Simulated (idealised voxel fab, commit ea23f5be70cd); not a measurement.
Herein follows the process module entitled voxel ribs on slabs.
The cross-section on display is named cut; it measures 230 nm wide, and its cells are 5 nm squares.
Cross-section spec: square-cell grid; bands listed top down; each band is one or more rows.
First you get the band's top height and its bottom height, in nm, and then the materials it's made of, left to right, with each width in nm. If you see a single material with "everywhere", that one covers the band edge to edge. "empty" is empty space.
Height reference: 0 = level under which incoming wafer is all one material. Lowest band: no bottom, runs on downward, e.g. "0 nm and below".
The expression "30 to 40" gives the width at the extremes of the band, the first number at its top row of cells and the second at its bottom row, with the width changing by equal amounts from each row to the next in between.
Where a step carries "nothing changed", the cross-section came out of it unchanged, cell for cell.
The entry titled "Trapped cavities" provides the empty spaces that have no open way to the top, restricted to those of 8 cells or more. Each is presented as width x height at distance, the distance being measured from the left edge, with all three in nm.
Text after the settings on a step's line: the simulator's own remark on that step.
What "overlay nm" on a step's line means: if the step has a mask, that mask lay this far to the right of its planned place, or, when the value is negative, to the left.

## Process steps - plan
| 1 | RECEIVE,material Si |
| 2 | DIRECTIONAL_DEP,material SiO2,thk nm 25 |
| 3 | DIRECTIONAL_DEP,material SiN,thk nm 20 |
| 4 | MASKED_ETCH,tone cover,mask id RIB,width nm 20,etch materials SiN,depth nm 10,overlay nm 0 |
| 5 | PATTERN,tone cover,mask id SLAB,material resist,width nm 80,thk nm 15,overlay nm 0 |
| 6 | DIRECTIONAL_ETCH,etch materials SiN,depth nm 10 |
| 7 | STRIP,etch materials resist |
| 8 | FILL_DEP,material SiO2,thk nm 30 |
| 9 | CMP,height nm 65 |
| 10 | DIRECTIONAL_DEP,material TiN,thk nm 5 |
| 11 | PATTERN,tone cover,mask id HEATER,material resist,width nm 30,thk nm 20,overlay nm 0 |
| 12 | DIRECTIONAL_ETCH,etch materials TiN,depth nm 5 |
| 13 | STRIP,etch materials resist |
| 14 | CONFORMAL_DEP,material SiO2,thk nm 10 |

## This is the cross-section of the wafer as we received it, i.e. after step 1
* 0 nm and below = Si everywhere
* Trapped cavities: none

## Cross-sectional image of the first of two wafers at the end of the module, the run having proceeded as planned
* 80 nm to 75 nm = 90 nm empty, 50 nm SiO2, 90 nm empty
* 75 nm to 70 nm = SiO2 everywhere
* 70 nm to 65 nm = 100 nm SiO2, 30 nm TiN, 100 nm SiO2
* 65 nm to 45 nm = SiO2 everywhere
* 45 nm to 35 nm = 105 nm SiO2, 20 nm SiN, 105 nm SiO2
* 35 nm to 25 nm = 75 nm SiO2, 80 nm SiN, 75 nm SiO2
* 25 nm to 0 nm = SiO2 everywhere
* 0 nm and below = Si everywhere
* Trapped cavities: none

## Wafer two, end of module, cross-section. Same start, same plan as wafer one. One mistake in the run
* 70 nm to 65 nm = 100 nm empty, 30 nm TiN, 100 nm empty
* 65 nm to 45 nm = SiO2 everywhere
* 45 nm to 35 nm = 105 nm SiO2, 20 nm SiN, 105 nm SiO2
* 35 nm to 25 nm = 75 nm SiO2, 80 nm SiN, 75 nm SiO2
* 25 nm to 0 nm = SiO2 everywhere
* 0 nm and below = Si everywhere
* Trapped cavities: none
Diagnosis: step 14 was left out
Bottom line after processing is that, in cells, the second wafer is up or down on some materials versus the first: SiO2 -96
